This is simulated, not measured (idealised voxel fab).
Proc. module: voxel released beams
Shown is cross-section cut, with a width of 165 nm and square cells of size 5 nm.
Cross-sections here: square-cell grids, written as top-down lists of bands, a band being one or more rows of cells. The band entry comprises the height of the band's top followed by the height of its bottom, expressed in nm, and subsequently the band's materials from left to right, each stated together with its width in nm. Where a single material is marked with the word "throughout", that material fills the band from edge to edge. The word "blank" represents empty space. We count height from 0. Below that, the starting wafer is all one material. The lowest band never ends at the bottom but goes on down; see "top 0, no bottom" for how that is written. The width entry "30->40" should be interpreted row by row: the top row of cells in the band takes the first number, the bottom row takes the second number, and the change between adjacent rows is uniform throughout. Where the words "nothing got changed" appear for a step, the cross-section shows no cell changed by that step; every cell remained as before. Basically, "Entrapped void list" tells you about the enclosed voids: empty spaces with no open way to the top, 8 cells or bigger, each written width x height at distance, where distance is from the left edge, all in nm. Where a step's line continues beyond its settings, the continuation is a remark by the simulator itself on that step. overlay nm: for a step with a mask, the amount by which the mask lay right of where it was planned; a negative amount means left of it.

plan:
1 RECEIVE (material Si)
2 CONFORMAL_DEP (material Al2O3; thk nm 5)
3 DIRECTIONAL_DEP (material SiO2; thk nm 20)
4 PATTERN (tone open; mask id ANCHOR; material resist; width nm 35; thk nm 15; overlay nm 0)
5 DIRECTIONAL_ETCH (etch materials SiO2; depth nm 20)
6 STRIP (etch materials resist)
7 CONFORMAL_DEP (material W; thk nm 10)
8 DIRECTIONAL_DEP (material aC; thk nm 10)
9 PATTERN (tone cover; mask id BEAM; material resist; width nm 120; thk nm 30; overlay nm 0)
10 DIRECTIONAL_ETCH (etch materials aC; depth nm 10)
11 STRIP (etch materials resist)
12 DIRECTIONAL_ETCH (etch materials W; depth nm 10)
13 STRIP (etch materials aC)
14 STRIP (etch materials SiO2)

So this is the incoming wafer in cross-section - it's already been through step 1:
> top 0, no bottom: Si throughout
> Entrapped void list: none

Cross-sectional result after module completion. Note: starting condition and plan are unchanged from above; one processing mistake was made:
> top 35, bottom 25: blank 20 nm; W 50 nm; blank 95 nm
> top 25, bottom 15: blank 15 nm; W 10 nm; SiO2 35 nm; W 10 nm; blank 95 nm
> top 15, bottom 5: blank 15 nm; W 10 nm; SiO2 35 nm; W 80 nm; blank 25 nm
> top 5, bottom 0: Al2O3 throughout
> top 0, no bottom: Si throughout
> Entrapped void list: none
what went wrong: it should be noted that step 4 was executed with settings other than those planned, the operation and settings actually applied being PATTERN (tone cover; mask id ANCHOR; material resist; width nm 35; thk nm 15; overlay nm 0)
